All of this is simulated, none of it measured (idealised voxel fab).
Process module heading - voxel ribs on slabs
Pictured: cross-section cut, 290 nm wide, on a grid of 5 nm square cells.
Cross-section, as written here: a square-cell grid given band by band from the top down, where a band holds one or more rows of cells.
Band: top height; bottom height; in nm. Then, left to right: material with width in nm, for each material. "all across": a single material spanning edge to edge. "blank": empty space.
A quick word on heights: they are counted from 0, and under that level the wafer as it came to us is one material throughout. The lowest band is different from the rest in having no bottom; it simply continues downward, written as in "0..down".
When a width is written as two numbers, as in "30->40", the first number is the width in the top row of cells of the band and the second is the width in its bottom row, and the width changes by the same amount from each row to the next.
It should be understood that the words "identical to before", when stated for a given step, signify that the cross-section underwent no change in any of its cells during that step.
"Enclosed cavity list" specifies each empty space that is not open to the top and that occupies no fewer than 8 cells, using the form width x height at distance, the distance measured from the left edge and all three quantities in nm.
On a step's line, text after the settings is the simulator commenting on that step.
overlay nm: how far to the right of its planned place the mask lay on this masked step (negative: to the left).
## Process steps (planned)
| 1 | RECEIVE: material Si |
| 2 | DIRECTIONAL_DEP: material SiO2, thk nm 30 |
| 3 | DIRECTIONAL_DEP: material polySi, thk nm 20 |
| 4 | DIRECTIONAL_DEP: material aC, thk nm 15 |
| 5 | PATTERN: tone cover, mask id RIB, material resist, width nm 25, thk nm 30, overlay nm 0 |
| 6 | DIRECTIONAL_ETCH: etch materials aC, depth nm 15 |
| 7 | STRIP: etch materials resist |
| 8 | DIRECTIONAL_ETCH: etch materials polySi, depth nm 10 |
| 9 | STRIP: etch materials aC |
| 10 | MASKED_ETCH: tone cover, mask id SLAB, width nm 65, etch materials polySi, depth nm 10, overlay nm 0 |
| 11 | FILL_DEP: material SiO2, thk nm 30 |
| 12 | CMP: height nm 70 |
| 13 | DIRECTIONAL_DEP: material W, thk nm 10 |
| 14 | DIRECTIONAL_DEP: material aC, thk nm 15 |
| 15 | PATTERN: tone cover, mask id HEATER, material resist, width nm 35, thk nm 35, overlay nm 0 |
| 16 | DIRECTIONAL_ETCH: etch materials aC, depth nm 15 |
| 17 | STRIP: etch materials resist |
| 18 | DIRECTIONAL_ETCH: etch materials W, depth nm 10 |
| 19 | STRIP: etch materials aC |
| 20 | CONFORMAL_DEP: material SiO2, thk nm 10 |
## Cross-section of the incoming wafer, state after step 1
  0..down  Si all across
  Enclosed cavity list: none
## Post-module cross-section of the first of two wafers (run per plan)
  90..80  blank 115 nm / SiO2 55 nm / blank 120 nm
  80..70  SiO2 125 nm / W 35 nm / SiO2 130 nm
  70..50  SiO2 all across
  50..40  SiO2 130 nm / polySi 25 nm / SiO2 135 nm
  40..30  SiO2 110 nm / polySi 65 nm / SiO2 115 nm
  30..0  SiO2 all across
  0..down  Si all across
  Enclosed cavity list: none
## Second wafer through the module, sectioned at the end: same beginning and same plan as the first wafer, with one mistake in carrying it out
  90..80  blank 115 nm / SiO2 55 nm / blank 120 nm
  80..70  SiO2 125 nm / W 35 nm / SiO2 130 nm
  70..60  SiO2 130 nm / polySi 25 nm / SiO2 135 nm
  60..50  SiO2 110 nm / polySi 65 nm / SiO2 115 nm
  50..30  polySi all across
  30..0  SiO2 all across
  0..down  Si all across
  Enclosed cavity list: none
Misprocessing identified: step 3 of the plan was executed twice over
Looking at both finished wafers in cells, the second ends up ahead of or behind the first on some materials: SiO2 -232, polySi +232
